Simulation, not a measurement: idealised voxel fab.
You're looking at the process module voxel spacer lines.
Square cell edge 5 nm, section width 175 nm, ID cut.
Cross-section = grid of square cells, listed top down in bands; band = one or more rows. For a band, the entry starts with two heights in nm, that of the top and then that of the bottom, and carries on with the band's materials in order from left to right, each alongside its width in nm; the word "edge to edge" beside a single material means it fills the band edge to edge, and "air" means empty space. Height reference: 0 = level under which incoming wafer is all one material. Lowest band: no bottom, runs on downward, e.g. "0 -> down". So if you see something like "30 to 40" for the width, read it as the top row of the band sitting at the first number and the bottom row at the second, with every row in between moving by the same amount as the last. When a step is marked "everything unchanged", none of the cells in the cross-section changed during that step. "Fully sealed voids": sealed empty spaces, 8 cells or more, no open way to top, listed width x height at distance, with distance from the left edge and width, height and distance in nm. If you see something after the settings on a step's line, that's the simulator's own remark about that step. overlay nm: how far to the right of its planned place the mask lay on this masked step (negative: to the left).

### Process steps (planned)
1) RECEIVE,material Si
2) CONFORMAL_DEP,material Al2O3,thk nm 10
3) DIRECTIONAL_DEP,material TiN,thk nm 15
4) DIRECTIONAL_DEP,material polySi,thk nm 25
5) PATTERN,tone cover,mask id MANDREL,material resist,width nm 15,pitch nm 70,thk nm 30,overlay nm 0
6) DIRECTIONAL_ETCH,etch materials polySi,depth nm 25
7) STRIP,etch materials resist
8) CONFORMAL_DEP,material SiN,thk nm 10
9) DIRECTIONAL_ETCH,etch materials SiN,depth nm 10
10) STRIP,etch materials polySi
11) DIRECTIONAL_ETCH,etch materials TiN,depth nm 15
12) STRIP,etch materials SiN
For this document, wafers share an identical start and vary in the step 5 width nm; the plan quotes the first wafer's value.

### Cross-section: the first of several wafers in its as-received state, i.e. following step 1
- 0 -> down | Si edge to edge
- Fully sealed voids: none

### Take any row and you have a wafer at the end of the module: how many cells of each material it has gained (+) or lost (-) since it was received, and then its closed voids
width nm 15, +70 Al2O3, +24 TiN, Fully sealed voids: none
width nm 20, +70 Al2O3, +24 TiN, Fully sealed voids: none
width nm 25, +70 Al2O3, +24 TiN, Fully sealed voids: none
width nm 30, +70 Al2O3, +24 TiN, Fully sealed voids: none
width nm 35, +70 Al2O3, +24 TiN, Fully sealed voids: none
width nm 40, +70 Al2O3, +24 TiN, Fully sealed voids: none
